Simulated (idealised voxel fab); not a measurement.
The process module that follows is named voxel fin reveal.
Section cut is 240 nm wide and gridded with 5 nm square cells.
Reading order for cross-sections: top band down to bottom band. Underlying form: a grid of square cells. Band size: one or more rows of cells. This entry defines a band. It first specifies the height of the band's top and the height of its bottom in nm, and then specifies the band's materials from left to right, stating each material with its width in nm. The word "everywhere" identifies a single material that fills the band from edge to edge, while the word "empty" identifies empty space. Ref level 0: as-received wafer is one material below here. Bottom band extends down with no lower bound ("from 0 down"). The width entry "30 to 40" should be interpreted row by row: the top row of cells in the band takes the first number, the bottom row takes the second number, and the change between adjacent rows is uniform throughout. Take "same as before" at face value: in the step it is given for, the cross-section changed in none of its cells. Closed void listing: empty space of 8 cells or more with no open way to the top, each as width x height at its distance from the left edge, in nm. after a step's settings: what the simulator itself notes on the step. Among the settings permitted on a step's line is "overlay nm"; applied to a step with a mask, it specifies the extent to which the mask lay to the right of its planned position, whereas a negative figure signifies a position to the left.
-- Intended process steps
1,RECEIVE | material Si
2,CONFORMAL_DEP | material SiN | thk nm 5
3,DIRECTIONAL_DEP | material aC | thk nm 15
4,PATTERN | tone cover | mask id FINS | material resist | width nm 15 | pitch nm 45 | thk nm 35 | overlay nm 0
5,DIRECTIONAL_ETCH | etch materials aC | depth nm 15
6,STRIP | etch materials resist
7,DIRECTIONAL_ETCH | etch materials SiN | depth nm 5
8,DIRECTIONAL_ETCH | etch materials Si | depth nm 35
9,STRIP | etch materials aC
10,FILL_DEP | material SiO2 | thk nm 15
11,CMP | height nm 5
12,SELECTIVE_ETCH | etch materials SiO2 | depth nm 30
13,STRIP | etch materials SiN
14,CONFORMAL_DEP | material HfO2 | thk nm 5
-- Received-state cross-section, reflecting completion of step 1
> from 0 down  Si everywhere
> Closed void listing: none
-- Final wafer profile in cross-section after the module, from the same start and plan as above, with one mistake made during processing
> from 0 to -25  65 empty  15 Si  30 empty  15 Si  30 empty  15 Si  70 empty
> from -25 to -35  65 SiO2  15 Si  30 SiO2  15 Si  30 SiO2  15 Si  70 SiO2
> from -35 down  Si everywhere
> Closed void listing: none
What was the processing mistake? no execution of plan step 14; skipped
